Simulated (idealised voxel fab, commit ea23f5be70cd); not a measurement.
process module | voxel tone inversion
cross-section cut | 280 nm wide | cells 5 nm
A cross-section is a grid of square cells, given in bands from the top down. A band is one or more rows of cells.
Each band's line starts with the height of the band's top and of its bottom, in nm. Then come its materials from left to right, each with its width in nm. One material with "throughout" fills the band from edge to edge. "air" is empty space.
Height 0 is the level under which the wafer as received is all one material. The lowest band goes on downwards, as in "0 down".
A width such as "30 to 40" changes by the same amount from each row of cells to the next, from the band's top row to its bottom row.
"no change" after a step means that no cell of the cross-section changed.
closed voids: empty space of 8 cells or more with no open way to the top, each as width x height at its distance from the left edge, in nm
after a step's settings: what the simulator itself notes on the step
overlay nm, on a step with a mask: how far to the right of its planned place the mask lay; to the left if negative
plan
1 op RECEIVE | material Si
2 op CONFORMAL_DEP | material SiN | thk nm 10
3 op DIRECTIONAL_DEP | material aC | thk nm 20
4 op PATTERN | tone cover | mask id POSTS | material resist | width nm 20 | pitch nm 40 | thk nm 30 | overlay nm 0
5 op DIRECTIONAL_ETCH | etch materials aC | depth nm 20
6 op STRIP | etch materials resist
7 op FILL_DEP | material lowk | thk nm 5
8 op CMP | height nm 30
9 op STRIP | etch materials aC
10 op CONFORMAL_DEP | material TiN | thk nm 5
11 op FILL_DEP | material Ru | thk nm 5
12 op CMP | height nm 30
13 op CONFORMAL_DEP | material SiCN | thk nm 5
as received, after step 1
  0 down: Si throughout
  closed voids: none
a wafer at the end: this start, this plan, one mistake
  35 to 30: SiCN throughout
  30 to 15: Ru 85 | TiN 5 | lowk 20 | TiN 5 | Ru 10 | TiN 5 | lowk 20 | TiN 5 | Ru 10 | TiN 5 | lowk 20 | TiN 5 | Ru 85
  15 to 10: TiN 90 | lowk 20 | TiN 20 | lowk 20 | TiN 20 | lowk 20 | TiN 90
  10 to 0: SiN throughout
  0 down: Si throughout
  closed voids: none
what went wrong: step 4 ran as: op PATTERN | tone open | mask id POSTS | material resist | width nm 20 | pitch nm 40 | thk nm 30 | overlay nm 0
